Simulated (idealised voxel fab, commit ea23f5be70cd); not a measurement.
process module | voxel lift off
cross-section cut | 295 nm wide | cells 5 nm
A cross-section is a grid of square cells, given in bands from the top down. A band is one or more rows of cells.
Each band's line starts with the height of the band's top and of its bottom, in nm. Then come its materials from left to right, each with its width in nm. One material with "throughout" fills the band from edge to edge. "air" is empty space.
Height 0 is the level under which the wafer as received is all one material. The lowest band goes on downwards, as in "0 down".
A width such as "30 to 40" changes by the same amount from each row of cells to the next, from the band's top row to its bottom row.
"no change" after a step means that no cell of the cross-section changed.
closed voids: empty space of 8 cells or more with no open way to the top, each as width x height at its distance from the left edge, in nm
after a step's settings: what the simulator itself notes on the step
overlay nm, on a step with a mask: how far to the right of its planned place the mask lay; to the left if negative
plan
1 op RECEIVE | material Si
2 op CONFORMAL_DEP | material SiN | thk nm 10
3 op PATTERN | tone open | mask id LINES | material resist | width nm 25 | pitch nm 50 | thk nm 30 | overlay nm 0
4 op DIRECTIONAL_DEP | material Ru | thk nm 15
5 op STRIP | etch materials resist
6 op CONFORMAL_DEP | material SiN | thk nm 5
first wafer, as planned
as received, after step 1
  0 down: Si throughout
  closed voids: none
after step 2
  10 to 0: SiN throughout
  below 0: unchanged
after step 3
  40 to 10: resist 85 | air 25 | resist 25 | air 25 | resist 25 | air 25 | resist 85
  below 10: unchanged
after step 4
  55 to 40: Ru 85 | air 25 | Ru 25 | air 25 | Ru 25 | air 25 | Ru 85
  40 to 25: resist 85 | air 25 | resist 25 | air 25 | resist 25 | air 25 | resist 85
  25 to 10: resist 85 | Ru 25 | resist 25 | Ru 25 | resist 25 | Ru 25 | resist 85
  below 10: unchanged
after step 5
  25 to 10: air 85 | Ru 25 | air 25 | Ru 25 | air 25 | Ru 25 | air 85
  below 10: unchanged
after step 6
  30 to 25: air 80 | SiN 35 | air 15 | SiN 35 | air 15 | SiN 35 | air 80
  25 to 15: air 80 | SiN 5 | Ru 25 | SiN 5 | air 15 | SiN 5 | Ru 25 | SiN 5 | air 15 | SiN 5 | Ru 25 | SiN 5 | air 80
  15 to 10: SiN 85 | Ru 25 | SiN 25 | Ru 25 | SiN 25 | Ru 25 | SiN 85
  below 10: unchanged
second wafer: like start, like plan, one mistake. Through step 2 it matches the first wafer
when step 3 should have ended
  40 to 10: resist 90 | air 20 | resist 30 | air 20 | resist 30 | air 20 | resist 85
  below 10: unchanged
when step 4 should have ended
  55 to 40: Ru 90 | air 20 | Ru 30 | air 20 | Ru 30 | air 20 | Ru 85
  40 to 25: resist 90 | air 20 | resist 30 | air 20 | resist 30 | air 20 | resist 85
  25 to 10: resist 90 | Ru 20 | resist 30 | Ru 20 | resist 30 | Ru 20 | resist 85
  below 10: unchanged
when step 5 should have ended
  25 to 10: air 90 | Ru 20 | air 30 | Ru 20 | air 30 | Ru 20 | air 85
  below 10: unchanged
when step 6 should have ended
  30 to 25: air 85 | SiN 30 | air 20 | SiN 30 | air 20 | SiN 30 | air 80
  25 to 15: air 85 | SiN 5 | Ru 20 | SiN 5 | air 20 | SiN 5 | Ru 20 | SiN 5 | air 20 | SiN 5 | Ru 20 | SiN 5 | air 80
  15 to 10: SiN 90 | Ru 20 | SiN 30 | Ru 20 | SiN 30 | Ru 20 | SiN 85
  below 10: unchanged
what went wrong: step 3 ran as: op PATTERN | tone open | mask id LINES | material resist | width nm 20 | pitch nm 50 | thk nm 30 | overlay nm 0
at the end the second wafer has, in cells: 9 fewer of Ru
